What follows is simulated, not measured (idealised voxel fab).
Process module, titled voxel wiring stack
Section cut is 245 nm wide and gridded with 5 nm square cells.
Just so we're on the same page, the cross-sections are grids of square cells, and they're listed out in bands top to bottom, each band one or more rows deep.
Heights first: top, then bottom, in nm. Then materials, left to right, each with a width in nm. "throughout" on a single material: fills the band edge to edge. "empty": empty space.
Heights are measured from 0, the level below which the as-received wafer is all one material; the lowest band has no bottom and continues downward, written as in "0 and below".
Width: "30->40" (first number = top row, second number = bottom row, same change from row to row of cells).
No cell of the cross-section changed in a step that is given as "everything unchanged".
"Closed cavity list" specifies each empty space that is not open to the top and that occupies no fewer than 8 cells, using the form width x height at distance, the distance measured from the left edge and all three quantities in nm.
Formally, on a step line, whatever follows the settings is a remark that the simulator itself makes on the step.
overlay nm: where the mask lay relative to plan, measured to the right, on steps with a mask; negatives go left.

-- The planned process steps are enumerated hereunder
- 1: RECEIVE | material Si
- 2: CONFORMAL_DEP | material SiO2 | thk nm 10
- 3: CONFORMAL_DEP | material SiN | thk nm 5
- 4: DIRECTIONAL_DEP | material lowk | thk nm 20
- 5: PATTERN | tone open | mask id METAL_1 | material resist | width nm 30 | pitch nm 45 | thk nm 15 | overlay nm 0
- 6: DIRECTIONAL_ETCH | etch materials lowk | depth nm 20
- 7: DIRECTIONAL_ETCH | etch materials SiN | depth nm 5
- 8: STRIP | etch materials resist
- 9: CONFORMAL_DEP | material TiN | thk nm 5
- 10: FILL_DEP | material Ru | thk nm 5
- 11: CMP | height nm 35
- 12: EPI | material Ru | thk nm 5
- 13: FILL_DEP | material SiCN | thk nm 5
- 14: DIRECTIONAL_DEP | material lowk | thk nm 35
- 15: DIRECTIONAL_DEP | material aC | thk nm 10
- 16: PATTERN | tone open | mask id METAL_2 | material resist | width nm 30 | pitch nm 45 | thk nm 25 | overlay nm 0
- 17: DIRECTIONAL_ETCH | etch materials aC | depth nm 10
- 18: STRIP | etch materials resist
- 19: DIRECTIONAL_ETCH | etch materials lowk | depth nm 20
- 20: STRIP | etch materials aC
- 21: DIRECTIONAL_DEP | material aC | thk nm 10
- 22: PATTERN | tone open | mask id METAL_2_HOLES | material resist | width nm 15 | thk nm 30 | overlay nm 0
- 23: DIRECTIONAL_ETCH | etch materials aC | depth nm 10
- 24: STRIP | etch materials resist
- 25: DIRECTIONAL_ETCH | etch materials lowk | depth nm 15
- 26: DIRECTIONAL_ETCH | etch materials SiCN | depth nm 5
- 27: STRIP | etch materials aC
- 28: CONFORMAL_DEP | material TiN | thk nm 5
- 29: FILL_DEP | material Cu | thk nm 5
- 30: CMP | height nm 80
- 31: CONFORMAL_DEP | material SiCN | thk nm 5
Wafers differ in thk nm at step 3; plan lists the first wafer's value; identical starting state.

-- First of several wafers (as received, post step 1), cross-sectional view
    0 and below  Si throughout
    Closed cavity list: none

-- Cross-section, first of several wafers, end of module, after last step 31
    85 down to 80  SiCN throughout
    80 down to 65  lowk (85) / TiN (5) / Cu (20) / TiN (5) / lowk (15) / TiN (5) / Cu (20) / TiN (5) / lowk (85)
    65 down to 60  lowk (85) / TiN (5) / Cu (5) / TiN (20) / lowk (15) / TiN (30) / lowk (85)
    60 down to 45  lowk (85) / TiN (5) / Cu (5) / TiN (5) / lowk (145)
    45 down to 40  SiCN (85) / TiN (15) / SiCN (145)
    40 down to 35  SiCN (80) / Ru (40) / SiCN (5) / Ru (40) / SiCN (80)
    35 down to 15  lowk (85) / TiN (5) / Ru (20) / TiN (5) / lowk (15) / TiN (5) / Ru (20) / TiN (5) / lowk (85)
    15 down to 10  SiN (85) / TiN (30) / SiN (15) / TiN (30) / SiN (85)
    10 down to 0  SiO2 throughout
    0 and below  Si throughout
    Closed cavity list: none

-- last wafer at the end
    85 down to 80  SiCN throughout
    80 down to 65  lowk (85) / TiN (5) / Cu (20) / TiN (5) / lowk (15) / TiN (5) / Cu (20) / TiN (5) / lowk (85)
    65 down to 60  lowk (85) / TiN (5) / Cu (5) / TiN (20) / lowk (15) / TiN (30) / lowk (85)
    60 down to 45  lowk (85) / TiN (5) / Cu (5) / TiN (5) / lowk (145)
    45 down to 40  SiCN (85) / TiN (15) / SiCN (145)
    40 down to 35  SiCN (80) / Ru (40) / SiCN (5) / Ru (40) / SiCN (80)
    35 down to 30  lowk (85) / TiN (5) / Ru (20) / TiN (5) / lowk (15) / TiN (5) / Ru (20) / TiN (5) / lowk (85)
    30 down to 25  SiN (85) / TiN (30) / SiN (15) / TiN (30) / SiN (85)
    25 down to 10  SiN throughout
    10 down to 0  SiO2 throughout
    0 and below  Si throughout
    Closed cavity list: none

-- The table below has one row for each wafer; a row shows, as of the end of the module, how many cells of each material the wafer has gained, marked (+), or lost, marked (-), since it was received, and then the wafer's closed voids
thk nm 5; +28 Cu; +48 Ru; +128 SiCN; +37 SiN; +98 SiO2; +60 TiN; +434 lowk; Closed cavity list: none
thk nm 10; +28 Cu; +40 Ru; +128 SiCN; +86 SiN; +98 SiO2; +56 TiN; +397 lowk; Closed cavity list: none
thk nm 15; +28 Cu; +32 Ru; +128 SiCN; +135 SiN; +98 SiO2; +52 TiN; +360 lowk; Closed cavity list: none
thk nm 20; +28 Cu; +24 Ru; +128 SiCN; +184 SiN; +98 SiO2; +48 TiN; +323 lowk; Closed cavity list: none
